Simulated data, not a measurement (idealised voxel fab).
You're looking at the process module voxel self aligned vias.
Displayed cross-section: cut, width of 210 nm, square cells sized 5 nm.
When this document writes out a cross-section, it uses a grid of square cells and lists it as bands, beginning at the top and moving down, with a band standing for one or more rows of cells. Top, bottom (nm), then materials left to right with widths (nm); lone material tagged "all across" fills the whole band edge to edge; "blank" = empty space. We count height from 0. Below that, the starting wafer is all one material. The lowest band never ends at the bottom but goes on down; see "top 0, no bottom" for how that is written. When a width is written as two numbers, as in "30..40", the first number is the width in the top row of cells of the band and the second is the width in its bottom row, and the width changes by the same amount from each row to the next. No cell of the cross-section changed in a step that is given as "changes: none". Each empty space that has no open way to the top and spans at least 8 cells appears under "Closed void catalog" as width x height at distance, the distance counted from the left edge, all in nm. On each step's line, the part that comes after the settings is the simulator's own comment on the step. The optional step-line setting "overlay nm" applies to steps with a mask and quantifies how far to the right of its planned location the mask lay, a negative value indicating leftward placement. Each of the pairs that make up the rest of this document says: here is the cross-section before one process step, here is the cross-section after it, drawn only down to the lowest band that changed, and here, under the pair, is the step lying between them with its settings. Different pairs may come from different runs of this module on the same starting wafer, so a pair continues from the pair above it only where its entry headed "Before-step section" says so.

Before-step section
	top 0, no bottom  Si all across
	Closed void catalog: none

Cross-Section Thereafter
	top 10, bottom 0  SiO2 all across
	Lower than 0, everything is as it was.
	Closed void catalog: none
What is the step between the two cross-sections above? op CONFORMAL_DEP | material SiO2 | thk nm 10

Before-step section: nothing new to draw here, it's the after view of the pair just above.

Cross-Section Thereafter
	top 15, bottom 10  SiCN all across
	Lower than 10, everything is as it was.
	Closed void catalog: none
What is the step between the two cross-sections above? op CONFORMAL_DEP | material SiCN | thk nm 5

Before-step section: nothing new to draw here, it's the after view of the pair just above.

Cross-Section Thereafter
	top 45, bottom 15  lowk all across
	Lower than 15, everything is as it was.
	Closed void catalog: none
What is the step between the two cross-sections above? op DIRECTIONAL_DEP | material lowk | thk nm 30

Before-step section: nothing new to draw here, it's the after view of the pair just above.

Cross-Section Thereafter
	top 60, bottom 45  65 resist | 20 blank | 35 resist | 20 blank | 70 resist
	Lower than 45, everything is as it was.
	Closed void catalog: none
What is the step between the two cross-sections above? op PATTERN | tone open | mask id LINES | material resist | width nm 20 | pitch nm 55 | thk nm 15 | overlay nm 0

Before-step section: nothing new to draw here, it's the after view of the pair just above.

Cross-Section Thereafter
	top 60, bottom 45  65 resist | 20 blank | 35 resist | 20 blank | 70 resist
	top 45, bottom 15  65 lowk | 20 blank | 35 lowk | 20 blank | 70 lowk
	Lower than 15, everything is as it was.
	Closed void catalog: none
What is the step between the two cross-sections above? op DIRECTIONAL_ETCH | etch materials lowk | depth nm 30

Before-step section: nothing new to draw here, it's the after view of the pair just above.

Cross-Section Thereafter
	top 45, bottom 15  65 lowk | 20 blank | 35 lowk | 20 blank | 70 lowk
	Lower than 15, everything is as it was.
	Closed void catalog: none
What is the step between the two cross-sections above? op STRIP | etch materials resist

Before-step section: nothing new to draw here, it's the after view of the pair just above.

Cross-Section Thereafter
	top 50, bottom 45  70 TiN | 10 blank | 45 TiN | 10 blank | 75 TiN
	top 45, bottom 20  65 lowk | 5 TiN | 10 blank | 5 TiN | 35 lowk | 5 TiN | 10 blank | 5 TiN | 70 lowk
	top 20, bottom 15  65 lowk | 20 TiN | 35 lowk | 20 TiN | 70 lowk
	Lower than 15, everything is as it was.
	Closed void catalog: none
What is the step between the two cross-sections above? op CONFORMAL_DEP | material TiN | thk nm 5

Before-step section: nothing new to draw here, it's the after view of the pair just above.

Cross-Section Thereafter
	top 60, bottom 50  W all across
	top 50, bottom 45  70 TiN | 10 W | 45 TiN | 10 W | 75 TiN
	top 45, bottom 20  65 lowk | 5 TiN | 10 W | 5 TiN | 35 lowk | 5 TiN | 10 W | 5 TiN | 70 lowk
	Lower than 20, everything is as it was.
	Closed void catalog: none
What is the step between the two cross-sections above? op FILL_DEP | material W | thk nm 10

Before-step section: nothing new to draw here, it's the after view of the pair just above.

Cross-Section Thereafter
	top 45, bottom 20  65 lowk | 5 TiN | 10 W | 5 TiN | 35 lowk | 5 TiN | 10 W | 5 TiN | 70 lowk
	Lower than 20, everything is as it was.
	Closed void catalog: none
What is the step between the two cross-sections above? op CMP | height nm 45

Before-step section: nothing new to draw here, it's the after view of the pair just above.

Cross-Section Thereafter
	top 45, bottom 35  65 lowk | 20 blank | 35 lowk | 20 blank | 70 lowk
	Lower than 35, everything is as it was.
	Closed void catalog: none
What is the step between the two cross-sections above? op SELECTIVE_ETCH | etch materials W Ru TiN | depth nm 10

Before-step section: nothing new to draw here, it's the after view of the pair just above.

Cross-Section Thereafter
	top 50, bottom 45  SiN all across
	top 45, bottom 35  65 lowk | 20 SiN | 35 lowk | 20 SiN | 70 lowk
	Lower than 35, everything is as it was.
	Closed void catalog: none
What is the step between the two cross-sections above? op FILL_DEP | material SiN | thk nm 5

Before-step section: nothing new to draw here, it's the after view of the pair just above.

Cross-Section Thereafter
	top 45, bottom 35  65 lowk | 20 SiN | 35 lowk | 20 SiN | 70 lowk
	Lower than 35, everything is as it was.
	Closed void catalog: none
What is the step between the two cross-sections above? op CMP | height nm 45

Before-step section: nothing new to draw here, it's the after view of the pair just above.

Cross-Section Thereafter
	top 65, bottom 45  lowk all across
	Lower than 45, everything is as it was.
	Closed void catalog: none
What is the step between the two cross-sections above? op DIRECTIONAL_DEP | material lowk | thk nm 20

Before-step section: nothing new to draw here, it's the after view of the pair just above.

Cross-Section Thereafter
	top 65, bottom 45  55 lowk | 40 blank | 115 lowk
	Lower than 45, everything is as it was.
	Closed void catalog: none
What is the step between the two cross-sections above? op MASKED_ETCH | tone open | mask id VIAS | width nm 40 | etch materials lowk | depth nm 20 | overlay nm 0

Before-step section: nothing new to draw here, it's the after view of the pair just above.

Cross-Section Thereafter
	top 65, bottom 45  55 lowk | 40 blank | 115 lowk
	top 45, bottom 35  65 lowk | 20 blank | 35 lowk | 20 SiN | 70 lowk
	Lower than 35, everything is as it was.
	Closed void catalog: none
What is the step between the two cross-sections above? op MASKED_ETCH | tone open | mask id VIAS | width nm 40 | etch materials SiN | depth nm 10 | overlay nm 0

Before-step section: nothing new to draw here, it's the after view of the pair just above.

Cross-Section Thereafter
	top 70, bottom 65  60 TiN | 30 blank | 120 TiN
	top 65, bottom 50  55 lowk | 5 TiN | 30 blank | 5 TiN | 115 lowk
	top 50, bottom 45  55 lowk | 15 TiN | 10 blank | 15 TiN | 115 lowk
	top 45, bottom 40  65 lowk | 5 TiN | 10 blank | 5 TiN | 35 lowk | 20 SiN | 70 lowk
	top 40, bottom 35  65 lowk | 20 TiN | 35 lowk | 20 SiN | 70 lowk
	Lower than 35, everything is as it was.
	Closed void catalog: none
What is the step between the two cross-sections above? op CONFORMAL_DEP | material TiN | thk nm 5

Before-step section: nothing new to draw here, it's the after view of the pair just above.

Cross-Section Thereafter
	top 80, bottom 70  W all across
	top 70, bottom 65  60 TiN | 30 W | 120 TiN
	top 65, bottom 50  55 lowk | 5 TiN | 30 W | 5 TiN | 115 lowk
	top 50, bottom 45  55 lowk | 15 TiN | 10 W | 15 TiN | 115 lowk
	top 45, bottom 40  65 lowk | 5 TiN | 10 W | 5 TiN | 35 lowk | 20 SiN | 70 lowk
	Lower than 40, everything is as it was.
	Closed void catalog: none
What is the step between the two cross-sections above? op FILL_DEP | material W | thk nm 10

Before-step section: nothing new to draw here, it's the after view of the pair just above.

Cross-Section Thereafter
	top 65, bottom 50  55 lowk | 5 TiN | 30 W | 5 TiN | 115 lowk
	Lower than 50, everything is as it was.
	Closed void catalog: none
What is the step between the two cross-sections above? op CMP | height nm 65

Before-step section: nothing new to draw here, it's the after view of the pair just above.

Cross-Section Thereafter
	top 70, bottom 65  SiCN all across
	Lower than 65, everything is as it was.
	Closed void catalog: none
What is the step between the two cross-sections above? op CONFORMAL_DEP | material SiCN | thk nm 5

Before-step section
	top 80, bottom 70  W all across
	top 70, bottom 65  60 TiN | 30 W | 120 TiN
	top 65, bottom 50  55 lowk | 5 TiN | 30 W | 5 TiN | 115 lowk
	top 50, bottom 45  55 lowk | 15 TiN | 10 W | 15 TiN | 115 lowk
	top 45, bottom 40  65 lowk | 5 TiN | 10 W | 5 TiN | 35 lowk | 20 SiN | 70 lowk
	top 40, bottom 35  65 lowk | 20 TiN | 35 lowk | 20 SiN | 70 lowk
	top 35, bottom 20  65 lowk | 5 TiN | 10 W | 5 TiN | 35 lowk | 5 TiN | 10 W | 5 TiN | 70 lowk
	top 20, bottom 15  65 lowk | 20 TiN | 35 lowk | 20 TiN | 70 lowk
	top 15, bottom 10  SiCN all across
	top 10, bottom 0  SiO2 all across
	top 0, no bottom  Si all across
	Closed void catalog: none

Cross-Section Thereafter
	top 85, bottom 80  SiCN all across
	Lower than 80, everything is as it was.
	Closed void catalog: none
What is the step between the two cross-sections above? op CONFORMAL_DEP | material SiCN | thk nm 5

Before-step section
	top 65, bottom 45  55 lowk | 40 blank | 115 lowk
	top 45, bottom 35  65 lowk | 20 SiN | 35 lowk | 20 SiN | 70 lowk
	top 35, bottom 20  65 lowk | 5 TiN | 10 W | 5 TiN | 35 lowk | 5 TiN | 10 W | 5 TiN | 70 lowk
	top 20, bottom 15  65 lowk | 20 TiN | 35 lowk | 20 TiN | 70 lowk
	top 15, bottom 10  SiCN all across
	top 10, bottom 0  SiO2 all across
	top 0, no bottom  Si all across
	Closed void catalog: none

Cross-Section Thereafter
	top 65, bottom 45  55 lowk | 40 blank | 115 lowk
	top 45, bottom 35  55 lowk | 10 blank | 20 SiN | 10 blank | 25 lowk | 20 SiN | 70 lowk
	top 35, bottom 25  55 lowk | 10 blank | 5 TiN | 10 W | 5 TiN | 10 blank | 25 lowk | 5 TiN | 10 W | 5 TiN | 70 lowk
	Lower than 25, everything is as it was.
	Closed void catalog: none
What is the step between the two cross-sections above? op MASKED_ETCH | tone open | mask id VIAS | width nm 40 | etch materials lowk | depth nm 20 | overlay nm 0

Before-step section: nothing new to draw here, it's the after view of the pair just above.

Cross-Section Thereafter
	top 65, bottom 45  55 lowk | 40 blank | 115 lowk
	top 45, bottom 35  55 lowk | 40 blank | 25 lowk | 20 SiN | 70 lowk
	Lower than 35, everything is as it was.
	Closed void catalog: none
What is the step between the two cross-sections above? op MASKED_ETCH | tone open | mask id VIAS | width nm 40 | etch materials SiN | depth nm 10 | overlay nm 0

Before-step section: nothing new to draw here, it's the after view of the pair just above.

Cross-Section Thereafter
	top 70, bottom 65  60 TiN | 30 blank | 120 TiN
	top 65, bottom 45  55 lowk | 5 TiN | 30 blank | 5 TiN | 115 lowk
	top 45, bottom 40  55 lowk | 5 TiN | 30 blank | 5 TiN | 25 lowk | 20 SiN | 70 lowk
	top 40, bottom 35  55 lowk | 40 TiN | 25 lowk | 20 SiN | 70 lowk
	top 35, bottom 25  55 lowk | 15 TiN | 10 W | 15 TiN | 25 lowk | 5 TiN | 10 W | 5 TiN | 70 lowk
	Lower than 25, everything is as it was.
	Closed void catalog: none
What is the step between the two cross-sections above? op CONFORMAL_DEP | material TiN | thk nm 5

Before-step section: nothing new to draw here, it's the after view of the pair just above.

Cross-Section Thereafter
	top 80, bottom 70  W all across
	top 70, bottom 65  60 TiN | 30 W | 120 TiN
	top 65, bottom 45  55 lowk | 5 TiN | 30 W | 5 TiN | 115 lowk
	top 45, bottom 40  55 lowk | 5 TiN | 30 W | 5 TiN | 25 lowk | 20 SiN | 70 lowk
	Lower than 40, everything is as it was.
	Closed void catalog: none
What is the step between the two cross-sections above? op FILL_DEP | material W | thk nm 10

Before-step section: nothing new to draw here, it's the after view of the pair just above.

Cross-Section Thereafter
	top 65, bottom 45  55 lowk | 5 TiN | 30 W | 5 TiN | 115 lowk
	Lower than 45, everything is as it was.
	Closed void catalog: none
What is the step between the two cross-sections above? op CMP | height nm 65

Before-step section: nothing new to draw here, it's the after view of the pair just above.

Cross-Section Thereafter
	top 70, bottom 65  SiCN all across
	Lower than 65, everything is as it was.
	Closed void catalog: none
What is the step between the two cross-sections above? op CONFORMAL_DEP | material SiCN | thk nm 5

Before-step section
	top 45, bottom 35  65 lowk | 20 SiN | 35 lowk | 20 SiN | 70 lowk
	top 35, bottom 20  65 lowk | 5 TiN | 10 W | 5 TiN | 35 lowk | 5 TiN | 10 W | 5 TiN | 70 lowk
	top 20, bottom 15  65 lowk | 20 TiN | 35 lowk | 20 TiN | 70 lowk
	top 15, bottom 10  SiCN all across
	top 10, bottom 0  SiO2 all across
	top 0, no bottom  Si all across
	Closed void catalog: none

Cross-Section Thereafter
	top 45, bottom 35  55 lowk | 10 blank | 20 SiN | 10 blank | 25 lowk | 20 SiN | 70 lowk
	top 35, bottom 25  55 lowk | 10 blank | 5 TiN | 10 W | 5 TiN | 10 blank | 25 lowk | 5 TiN | 10 W | 5 TiN | 70 lowk
	Lower than 25, everything is as it was.
	Closed void catalog: none
What is the step between the two cross-sections above? op MASKED_ETCH | tone open | mask id VIAS | width nm 40 | etch materials lowk | depth nm 20 | overlay nm 0

Before-step section: nothing new to draw here, it's the after view of the pair just above.

Cross-Section Thereafter
	top 65, bottom 45  55 lowk | 10 blank | 20 lowk | 10 blank | 115 lowk
	top 45, bottom 35  65 lowk | 20 SiN | 35 lowk | 20 SiN | 70 lowk
	top 35, bottom 20  65 lowk | 5 TiN | 10 W | 5 TiN | 35 lowk | 5 TiN | 10 W | 5 TiN | 70 lowk
	Lower than 20, everything is as it was.
	Closed void catalog: none
What is the step between the two cross-sections above? op DIRECTIONAL_DEP | material lowk | thk nm 20

Before-step section: nothing new to draw here, it's the after view of the pair just above.

Cross-Section Thereafter
	top 70, bottom 65  TiN all across
	top 65, bottom 45  55 lowk | 10 TiN | 20 lowk | 10 TiN | 115 lowk
	Lower than 45, everything is as it was.
	Closed void catalog: none
What is the step between the two cross-sections above? op CONFORMAL_DEP | material TiN | thk nm 5

Before-step section: nothing new to draw here, it's the after view of the pair just above.

Cross-Section Thereafter
	top 80, bottom 70  W all across
	Lower than 70, everything is as it was.
	Closed void catalog: none
What is the step between the two cross-sections above? op FILL_DEP | material W | thk nm 10

Before-step section: nothing new to draw here, it's the after view of the pair just above.

Cross-Section Thereafter
	top 65, bottom 45  55 lowk | 10 TiN | 20 lowk | 10 TiN | 115 lowk
	Lower than 45, everything is as it was.
	Closed void catalog: none
What is the step between the two cross-sections above? op CMP | height nm 65

Before-step section: nothing new to draw here, it's the after view of the pair just above.

Cross-Section Thereafter
	top 70, bottom 65  SiCN all across
	Lower than 65, everything is as it was.
	Closed void catalog: none
What is the step between the two cross-sections above? op CONFORMAL_DEP | material SiCN | thk nm 5

Before-step section
	top 80, bottom 70  W all across
	top 70, bottom 65  60 TiN | 30 W | 120 TiN
	top 65, bottom 50  55 lowk | 5 TiN | 30 W | 5 TiN | 115 lowk
	top 50, bottom 45  55 lowk | 15 TiN | 10 W | 15 TiN | 115 lowk
	top 45, bottom 40  65 lowk | 5 TiN | 10 W | 5 TiN | 35 lowk | 20 SiN | 70 lowk
	top 40, bottom 35  65 lowk | 20 TiN | 35 lowk | 20 SiN | 70 lowk
	top 35, bottom 20  65 lowk | 5 TiN | 10 W | 5 TiN | 35 lowk | 5 TiN | 10 W | 5 TiN | 70 lowk
	top 20, bottom 15  65 lowk | 20 TiN | 35 lowk | 20 TiN | 70 lowk
	top 15, bottom 10  SiCN all across
	top 10, bottom 0  SiO2 all across
	top 0, no bottom  Si all across
	Closed void catalog: none

Cross-Section Thereafter
	top 55, bottom 45  55 lowk | 5..15 TiN | 30..10 W | 5..15 TiN | 115 lowk
	Lower than 45, everything is as it was.
	Closed void catalog: none
What is the step between the two cross-sections above? op CMP | height nm 55

Before-step section: nothing new to draw here, it's the after view of the pair just above.

Cross-Section Thereafter
	top 60, bottom 55  SiCN all across
	Lower than 55, everything is as it was.
	Closed void catalog: none
What is the step between the two cross-sections above? op CONFORMAL_DEP | material SiCN | thk nm 5

Before-step section
	top 45, bottom 15  lowk all across
	top 15, bottom 10  SiCN all across
	top 10, bottom 0  SiO2 all across
	top 0, no bottom  Si all across
	Closed void catalog: none

Cross-Section Thereafter
	top 60, bottom 45  60 resist | 30 blank | 25 resist | 30 blank | 65 resist
	Lower than 45, everything is as it was.
	Closed void catalog: none
What is the step between the two cross-sections above? op PATTERN | tone open | mask id LINES | material resist | width nm 30 | pitch nm 55 | thk nm 15 | overlay nm 0

Before-step section: nothing new to draw here, it's the after view of the pair just above.

Cross-Section Thereafter
	top 60, bottom 45  60 resist | 30 blank | 25 resist | 30 blank | 65 resist
	top 45, bottom 15  60 lowk | 30 blank | 25 lowk | 30 blank | 65 lowk
	Lower than 15, everything is as it was.
	Closed void catalog: none
What is the step between the two cross-sections above? op DIRECTIONAL_ETCH | etch materials lowk | depth nm 30

Before-step section: nothing new to draw here, it's the after view of the pair just above.

Cross-Section Thereafter
	top 45, bottom 15  60 lowk | 30 blank | 25 lowk | 30 blank | 65 lowk
	Lower than 15, everything is as it was.
	Closed void catalog: none
What is the step between the two cross-sections above? op STRIP | etch materials resist

Before-step section: nothing new to draw here, it's the after view of the pair just above.

Cross-Section Thereafter
	top 50, bottom 45  65 TiN | 20 blank | 35 TiN | 20 blank | 70 TiN
	top 45, bottom 20  60 lowk | 5 TiN | 20 blank | 5 TiN | 25 lowk | 5 TiN | 20 blank | 5 TiN | 65 lowk
	top 20, bottom 15  60 lowk | 30 TiN | 25 lowk | 30 TiN | 65 lowk
	Lower than 15, everything is as it was.
	Closed void catalog: none
What is the step between the two cross-sections above? op CONFORMAL_DEP | material TiN | thk nm 5

Before-step section: nothing new to draw here, it's the after view of the pair just above.

Cross-Section Thereafter
	top 60, bottom 50  W all across
	top 50, bottom 45  65 TiN | 20 W | 35 TiN | 20 W | 70 TiN
	top 45, bottom 20  60 lowk | 5 TiN | 20 W | 5 TiN | 25 lowk | 5 TiN | 20 W | 5 TiN | 65 lowk
	Lower than 20, everything is as it was.
	Closed void catalog: none
What is the step between the two cross-sections above? op FILL_DEP | material W | thk nm 10

Before-step section: nothing new to draw here, it's the after view of the pair just above.

Cross-Section Thereafter
	top 45, bottom 20  60 lowk | 5 TiN | 20 W | 5 TiN | 25 lowk | 5 TiN | 20 W | 5 TiN | 65 lowk
	Lower than 20, everything is as it was.
	Closed void catalog: none
What is the step between the two cross-sections above? op CMP | height nm 45

Before-step section: nothing new to draw here, it's the after view of the pair just above.

Cross-Section Thereafter
	top 45, bottom 35  60 lowk | 30 blank | 25 lowk | 30 blank | 65 lowk
	Lower than 35, everything is as it was.
	Closed void catalog: none
What is the step between the two cross-sections above? op SELECTIVE_ETCH | etch materials W Ru TiN | depth nm 10

Before-step section: nothing new to draw here, it's the after view of the pair just above.

Cross-Section Thereafter
	top 50, bottom 45  SiN all across
	top 45, bottom 35  60 lowk | 30 SiN | 25 lowk | 30 SiN | 65 lowk
	Lower than 35, everything is as it was.
	Closed void catalog: none
What is the step between the two cross-sections above? op FILL_DEP | material SiN | thk nm 5

Before-step section: nothing new to draw here, it's the after view of the pair just above.

Cross-Section Thereafter
	top 45, bottom 35  60 lowk | 30 SiN | 25 lowk | 30 SiN | 65 lowk
	Lower than 35, everything is as it was.
	Closed void catalog: none
What is the step between the two cross-sections above? op CMP | height nm 45

Before-step section: nothing new to draw here, it's the after view of the pair just above.

Cross-Section Thereafter
	top 65, bottom 45  lowk all across
	Lower than 45, everything is as it was.
	Closed void catalog: none
What is the step between the two cross-sections above? op DIRECTIONAL_DEP | material lowk | thk nm 20

Before-step section: nothing new to draw here, it's the after view of the pair just above.

Cross-Section Thereafter
	top 65, bottom 45  55 lowk | 40 blank | 115 lowk
	Lower than 45, everything is as it was.
	Closed void catalog: none
What is the step between the two cross-sections above? op MASKED_ETCH | tone open | mask id VIAS | width nm 40 | etch materials lowk | depth nm 20 | overlay nm 0

Before-step section: nothing new to draw here, it's the after view of the pair just above.

Cross-Section Thereafter
	top 65, bottom 45  55 lowk | 40 blank | 115 lowk
	top 45, bottom 35  60 lowk | 30 blank | 25 lowk | 30 SiN | 65 lowk
	Lower than 35, everything is as it was.
	Closed void catalog: none
What is the step between the two cross-sections above? op MASKED_ETCH | tone open | mask id VIAS | width nm 40 | etch materials SiN | depth nm 10 | overlay nm 0

Before-step section: nothing new to draw here, it's the after view of the pair just above.

Cross-Section Thereafter
	top 70, bottom 65  60 TiN | 30 blank | 120 TiN
	top 65, bottom 50  55 lowk | 5 TiN | 30 blank | 5 TiN | 115 lowk
	top 50, bottom 45  55 lowk | 10 TiN | 20 blank | 10 TiN | 115 lowk
	top 45, bottom 40  60 lowk | 5 TiN | 20 blank | 5 TiN | 25 lowk | 30 SiN | 65 lowk
	top 40, bottom 35  60 lowk | 30 TiN | 25 lowk | 30 SiN | 65 lowk
	Lower than 35, everything is as it was.
	Closed void catalog: none
What is the step between the two cross-sections above? op CONFORMAL_DEP | material TiN | thk nm 5

Before-step section: nothing new to draw here, it's the after view of the pair just above.

Cross-Section Thereafter
	top 80, bottom 70  W all across
	top 70, bottom 65  60 TiN | 30 W | 120 TiN
	top 65, bottom 50  55 lowk | 5 TiN | 30 W | 5 TiN | 115 lowk
	top 50, bottom 45  55 lowk | 10 TiN | 20 W | 10 TiN | 115 lowk
	top 45, bottom 40  60 lowk | 5 TiN | 20 W | 5 TiN | 25 lowk | 30 SiN | 65 lowk
	Lower than 40, everything is as it was.
	Closed void catalog: none
What is the step between the two cross-sections above? op FILL_DEP | material W | thk nm 10

Before-step section: nothing new to draw here, it's the after view of the pair just above.

Cross-Section Thereafter
	top 65, bottom 50  55 lowk | 5 TiN | 30 W | 5 TiN | 115 lowk
	Lower than 50, everything is as it was.
	Closed void catalog: none
What is the step between the two cross-sections above? op CMP | height nm 65

Before-step section: nothing new to draw here, it's the after view of the pair just above.

Cross-Section Thereafter
	top 70, bottom 65  SiCN all across
	Lower than 65, everything is as it was.
	Closed void catalog: none
What is the step between the two cross-sections above? op CONFORMAL_DEP | material SiCN | thk nm 5

Before-step section
	top 65, bottom 45  lowk all across
	top 45, bottom 35  65 lowk | 20 SiN | 35 lowk | 20 SiN | 70 lowk
	top 35, bottom 20  65 lowk | 5 TiN | 10 W | 5 TiN | 35 lowk | 5 TiN | 10 W | 5 TiN | 70 lowk
	top 20, bottom 15  65 lowk | 20 TiN | 35 lowk | 20 TiN | 70 lowk
	top 15, bottom 10  SiCN all across
	top 10, bottom 0  SiO2 all across
	top 0, no bottom  Si all across
	Closed void catalog: none

Cross-Section Thereafter
	top 65, bottom 45  65 lowk | 40 blank | 105 lowk
	Lower than 45, everything is as it was.
	Closed void catalog: none
What is the step between the two cross-sections above? op MASKED_ETCH | tone open | mask id VIAS | width nm 40 | etch materials lowk | depth nm 20 | overlay nm 10

Before-step section: nothing new to draw here, it's the after view of the pair just above.

Cross-Section Thereafter
	top 65, bottom 45  65 lowk | 40 blank | 105 lowk
	top 45, bottom 35  65 lowk | 20 blank | 35 lowk | 20 SiN | 70 lowk
	Lower than 35, everything is as it was.
	Closed void catalog: none
What is the step between the two cross-sections above? op MASKED_ETCH | tone open | mask id VIAS | width nm 40 | etch materials SiN | depth nm 10 | overlay nm 0

Before-step section: nothing new to draw here, it's the after view of the pair just above.

Cross-Section Thereafter
	top 70, bottom 65  70 TiN | 30 blank | 110 TiN
	top 65, bottom 50  65 lowk | 5 TiN | 30 blank | 5 TiN | 105 lowk
	top 50, bottom 45  65 lowk | 5 TiN | 10 blank | 25 TiN | 105 lowk
	top 45, bottom 40  65 lowk | 5 TiN | 10 blank | 5 TiN | 35 lowk | 20 SiN | 70 lowk
	top 40, bottom 35  65 lowk | 20 TiN | 35 lowk | 20 SiN | 70 lowk
	Lower than 35, everything is as it was.
	Closed void catalog: none
What is the step between the two cross-sections above? op CONFORMAL_DEP | material TiN | thk nm 5

Before-step section: nothing new to draw here, it's the after view of the pair just above.

Cross-Section Thereafter
	top 80, bottom 70  W all across
	top 70, bottom 65  70 TiN | 30 W | 110 TiN
	top 65, bottom 50  65 lowk | 5 TiN | 30 W | 5 TiN | 105 lowk
	top 50, bottom 45  65 lowk | 5 TiN | 10 W | 25 TiN | 105 lowk
	top 45, bottom 40  65 lowk | 5 TiN | 10 W | 5 TiN | 35 lowk | 20 SiN | 70 lowk
	Lower than 40, everything is as it was.
	Closed void catalog: none
What is the step between the two cross-sections above? op FILL_DEP | material W | thk nm 10

Before-step section: nothing new to draw here, it's the after view of the pair just above.

Cross-Section Thereafter
	top 65, bottom 50  65 lowk | 5 TiN | 30 W | 5 TiN | 105 lowk
	Lower than 50, everything is as it was.
	Closed void catalog: none
What is the step between the two cross-sections above? op CMP | height nm 65

Before-step section: nothing new to draw here, it's the after view of the pair just above.

Cross-Section Thereafter
	top 70, bottom 65  SiCN all across
	Lower than 65, everything is as it was.
	Closed void catalog: none
What is the step between the two cross-sections above? op CONFORMAL_DEP | material SiCN | thk nm 5

Before-step section
	top 70, bottom 65  60 TiN | 30 blank | 120 TiN
	top 65, bottom 50  55 lowk | 5 TiN | 30 blank | 5 TiN | 115 lowk
	top 50, bottom 45  55 lowk | 15 TiN | 10 blank | 15 TiN | 115 lowk
	top 45, bottom 40  65 lowk | 5 TiN | 10 blank | 5 TiN | 35 lowk | 20 SiN | 70 lowk
	top 40, bottom 35  65 lowk | 20 TiN | 35 lowk | 20 SiN | 70 lowk
	top 35, bottom 20  65 lowk | 5 TiN | 10 W | 5 TiN | 35 lowk | 5 TiN | 10 W | 5 TiN | 70 lowk
	top 20, bottom 15  65 lowk | 20 TiN | 35 lowk | 20 TiN | 70 lowk
	top 15, bottom 10  SiCN all across
	top 10, bottom 0  SiO2 all across
	top 0, no bottom  Si all across
	Closed void catalog: none

Cross-Section Thereafter
	top 80, bottom 70  Ru all across
	top 70, bottom 65  60 TiN | 30 Ru | 120 TiN
	top 65, bottom 50  55 lowk | 5 TiN | 30 Ru | 5 TiN | 115 lowk
	top 50, bottom 45  55 lowk | 15 TiN | 10 Ru | 15 TiN | 115 lowk
	top 45, bottom 40  65 lowk | 5 TiN | 10 Ru | 5 TiN | 35 lowk | 20 SiN | 70 lowk
	Lower than 40, everything is as it was.
	Closed void catalog: none
What is the step between the two cross-sections above? op FILL_DEP | material Ru | thk nm 10

Before-step section: nothing new to draw here, it's the after view of the pair just above.

Cross-Section Thereafter
	top 65, bottom 50  55 lowk | 5 TiN | 30 Ru | 5 TiN | 115 lowk
	Lower than 50, everything is as it was.
	Closed void catalog: none
What is the step between the two cross-sections above? op CMP | height nm 65

Before-step section: nothing new to draw here, it's the after view of the pair just above.

Cross-Section Thereafter
	top 70, bottom 65  SiCN all across
	Lower than 65, everything is as it was.
	Closed void catalog: none
What is the step between the two cross-sections above? op CONFORMAL_DEP | material SiCN | thk nm 5

Before-step section
	top 65, bottom 45  lowk all across
	top 45, bottom 35  65 lowk | 20 SiN | 35 lowk | 20 SiN | 70 lowk
	top 35, bottom 20  65 lowk | 5 TiN | 10 W | 5 TiN | 35 lowk | 5 TiN | 10 W | 5 TiN | 70 lowk
	top 20, bottom 15  65 lowk | 20 TiN | 35 lowk | 20 TiN | 70 lowk
	top 15, bottom 10  SiCN all across
	top 10, bottom 0  SiO2 all across
	top 0, no bottom  Si all across
	Closed void catalog: none

Cross-Section Thereafter
	top 65, bottom 45  55 blank | 40 lowk | 115 blank
	Lower than 45, everything is as it was.
	Closed void catalog: none
What is the step between the two cross-sections above? op MASKED_ETCH | tone cover | mask id VIAS | width nm 40 | etch materials lowk | depth nm 20 | overlay nm 0

Before-step section: nothing new to draw here, it's the after view of the pair just above.

Cross-Section Thereafter
	top 70, bottom 65  50 blank | 50 TiN | 110 blank
	top 65, bottom 50  50 blank | 5 TiN | 40 lowk | 5 TiN | 110 blank
	top 50, bottom 45  55 TiN | 40 lowk | 115 TiN
	Lower than 45, everything is as it was.
	Closed void catalog: none
What is the step between the two cross-sections above? op CONFORMAL_DEP | material TiN | thk nm 5

Before-step section: nothing new to draw here, it's the after view of the pair just above.

Cross-Section Thereafter
	top 80, bottom 70  W all across
	top 70, bottom 65  50 W | 50 TiN | 110 W
	top 65, bottom 50  50 W | 5 TiN | 40 lowk | 5 TiN | 110 W
	Lower than 50, everything is as it was.
	Closed void catalog: none
What is the step between the two cross-sections above? op FILL_DEP | material W | thk nm 10

Before-step section: nothing new to draw here, it's the after view of the pair just above.

Cross-Section Thereafter
	top 65, bottom 50  50 W | 5 TiN | 40 lowk | 5 TiN | 110 W
	Lower than 50, everything is as it was.
	Closed void catalog: none
What is the step between the two cross-sections above? op CMP | height nm 65

Before-step section: nothing new to draw here, it's the after view of the pair just above.

Cross-Section Thereafter
	top 70, bottom 65  SiCN all across
	Lower than 65, everything is as it was.
	Closed void catalog: none
What is the step between the two cross-sections above? op CONFORMAL_DEP | material SiCN | thk nm 5
